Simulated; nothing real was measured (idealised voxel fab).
process module | voxel self aligned vias
cross-section cut | 235 nm wide | cells 5 nm
A cross-section is a grid of square cells, given in bands from the top down. A band is one or more rows of cells.
Each band's line starts with the height of the band's top and of its bottom, in nm. Then come its materials from left to right, each with its width in nm. One material with "throughout" fills the band from edge to edge. "air" is empty space.
Height 0 is the level under which the wafer as received is all one material. The lowest band goes on downwards, as in "0 down".
A width such as "30 to 40" changes by the same amount from each row of cells to the next, from the band's top row to its bottom row.
"no change" after a step means that no cell of the cross-section changed.
closed voids: empty space of 8 cells or more with no open way to the top, each as width x height at its distance from the left edge, in nm
after a step's settings: what the simulator itself notes on the step
overlay nm, on a step with a mask: how far to the right of its planned place the mask lay; to the left if negative
plan
1 op RECEIVE | material Si
2 op CONFORMAL_DEP | material SiO2 | thk nm 10
3 op CONFORMAL_DEP | material SiCN | thk nm 5
4 op DIRECTIONAL_DEP | material lowk | thk nm 25
5 op DIRECTIONAL_DEP | material aC | thk nm 15
6 op PATTERN | tone open | mask id LINES | material resist | width nm 20 | pitch nm 50 | thk nm 35 | overlay nm 0
7 op DIRECTIONAL_ETCH | etch materials aC | depth nm 15
8 op STRIP | etch materials resist
9 op DIRECTIONAL_ETCH | etch materials lowk | depth nm 25
10 op STRIP | etch materials aC
11 op CONFORMAL_DEP | material TiN | thk nm 5
12 op FILL_DEP | material Ru | thk nm 5
13 op CMP | height nm 40
14 op SELECTIVE_ETCH | etch materials W Ru TiN | depth nm 5
15 op FILL_DEP | material SiN | thk nm 5
16 op CMP | height nm 40
17 op DIRECTIONAL_DEP | material lowk | thk nm 20
18 op DIRECTIONAL_DEP | material aC | thk nm 15
19 op PATTERN | tone open | mask id VIAS | material resist | width nm 30 | thk nm 30 | overlay nm 0
20 op DIRECTIONAL_ETCH | etch materials aC | depth nm 15
21 op STRIP | etch materials resist
22 op DIRECTIONAL_ETCH | etch materials lowk | depth nm 20
23 op DIRECTIONAL_ETCH | etch materials SiN | depth nm 5
24 op STRIP | etch materials aC
25 op CONFORMAL_DEP | material TiN | thk nm 5
26 op FILL_DEP | material Ru | thk nm 5
27 op CMP | height nm 60
28 op CONFORMAL_DEP | material SiCN | thk nm 5
as received, after step 1
  0 down: Si throughout
  closed voids: none
first wafer at the end, as planned
  65 to 60: SiCN throughout
  60 to 45: lowk 75 | TiN 5 | Ru 20 | TiN 5 | lowk 130
  45 to 40: lowk 75 | TiN 10 | Ru 10 | TiN 10 | lowk 130
  40 to 35: lowk 80 | TiN 20 | lowk 30 | SiN 20 | lowk 85
  35 to 20: lowk 80 | TiN 5 | Ru 10 | TiN 5 | lowk 30 | TiN 5 | Ru 10 | TiN 5 | lowk 85
  20 to 15: lowk 80 | TiN 20 | lowk 30 | TiN 20 | lowk 85
  15 to 10: SiCN throughout
  10 to 0: SiO2 throughout
  0 down: Si throughout
  closed voids: none
second wafer at the end: like start, like plan, one mistake
  65 to 60: SiCN throughout
  60 to 45: lowk 70 | TiN 5 | Ru 30 | TiN 5 | lowk 125
  45 to 40: lowk 70 | TiN 15 | Ru 10 | TiN 15 | lowk 125
  40 to 35: lowk 80 | TiN 20 | lowk 30 | SiN 20 | lowk 85
  35 to 20: lowk 80 | TiN 5 | Ru 10 | TiN 5 | lowk 30 | TiN 5 | Ru 10 | TiN 5 | lowk 85
  20 to 15: lowk 80 | TiN 20 | lowk 30 | TiN 20 | lowk 85
  15 to 10: SiCN throughout
  10 to 0: SiO2 throughout
  0 down: Si throughout
  closed voids: none
what went wrong: step 19 ran as: op PATTERN | tone open | mask id VIAS | material resist | width nm 40 | thk nm 30 | overlay nm 0
at the end the second wafer has, in cells: 6 more of Ru | 2 more of TiN | 8 fewer of lowk
